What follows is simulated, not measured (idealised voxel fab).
Name of the process module below: voxel self aligned contacts
Section shown: cut. Width: 290 nm. Cell size: 5 nm, square.
A cross-section is a grid of square cells, given in bands from the top down. A band is one or more rows of cells.
Look at the band entry: it leads with the top's height and the bottom's height in nm. Then it lists the materials left to right, with a width in nm for each. The word "full width" on a single material says that material fills the band edge to edge. The word "blank" is empty space.
The level at which height equals 0 is the one under which the wafer, as it arrives, is entirely one material. No lower edge exists for the bottom band, which continues downward and is notated as in "0..down".
Note: "30..40" means the width goes from the first number (top row of the band) to the second number (bottom row) in equal steps per row of cells.
The designation "no alterations made", where it is given for a processing step, indicates that no cell of the cross-section was altered in the course of that step.
Closed-off voids of 8+ cells (no open route to the top) go in "Encapsulated voids", written width x height at distance from the left edge, in nm.
Past the settings on a step's line: simulator remark, on that step.
Each step line may optionally specify "overlay nm", which for a step with a mask gives the rightward distance between the mask's planned place and where it lay, a negative value indicating the leftward direction.

Intended process steps
1 RECEIVE,material Si
2 CONFORMAL_DEP,material SiO2,thk nm 5
3 DIRECTIONAL_DEP,material polySi,thk nm 25
4 DIRECTIONAL_DEP,material SiN,thk nm 20
5 DIRECTIONAL_DEP,material aC,thk nm 15
6 PATTERN,tone cover,mask id GATE,material resist,width nm 30,pitch nm 75,thk nm 30,overlay nm 0
7 DIRECTIONAL_ETCH,etch materials aC,depth nm 15
8 STRIP,etch materials resist
9 DIRECTIONAL_ETCH,etch materials SiN,depth nm 20
10 DIRECTIONAL_ETCH,etch materials polySi,depth nm 25
11 STRIP,etch materials aC
12 CONFORMAL_DEP,material SiN,thk nm 10
13 DIRECTIONAL_ETCH,etch materials SiN,depth nm 10
14 FILL_DEP,material SiO2,thk nm 10
15 CMP,height nm 55
16 MASKED_ETCH,tone open,mask id CONTACT,width nm 55,pitch nm 75,etch materials SiO2,depth nm 55,overlay nm 0
17 CONFORMAL_DEP,material TiN,thk nm 5
18 FILL_DEP,material W,thk nm 5
19 CMP,height nm 55
20 CONFORMAL_DEP,material SiN,thk nm 5

Wafer as received: cross-section following step 1
    0..down  Si full width
    Encapsulated voids: none

The cross-section shown corresponds to the wafer at the conclusion of the module. The initial structure and the process plan are those presented above; however, one mistake occurred in executing the plan
    60..55  SiN full width
    55..50  SiO2 80 nm  TiN 20 nm  W 15 nm  TiN 20 nm  SiO2 20 nm  TiN 20 nm  W 15 nm  TiN 20 nm  SiO2 80 nm
    50..30  SiO2 45 nm  SiN 50 nm  TiN 5 nm  W 15 nm  TiN 5 nm  SiN 50 nm  TiN 5 nm  W 15 nm  TiN 5 nm  SiN 50 nm  SiO2 45 nm
    30..10  SiO2 45 nm  SiN 10 nm  polySi 30 nm  SiN 10 nm  TiN 5 nm  W 15 nm  TiN 5 nm  SiN 10 nm  polySi 30 nm  SiN 10 nm  TiN 5 nm  W 15 nm  TiN 5 nm  SiN 10 nm  polySi 30 nm  SiN 10 nm  SiO2 45 nm
    10..5  SiO2 45 nm  SiN 10 nm  polySi 30 nm  SiN 10 nm  TiN 25 nm  SiN 10 nm  polySi 30 nm  SiN 10 nm  TiN 25 nm  SiN 10 nm  polySi 30 nm  SiN 10 nm  SiO2 45 nm
    5..0  polySi full width
    0..down  Si full width
    Encapsulated voids: none
It is concluded that the wafer was processed incorrectly with respect to the plan, in that contrary to plan, step 2 was performed as CONFORMAL_DEP,material polySi,thk nm 5
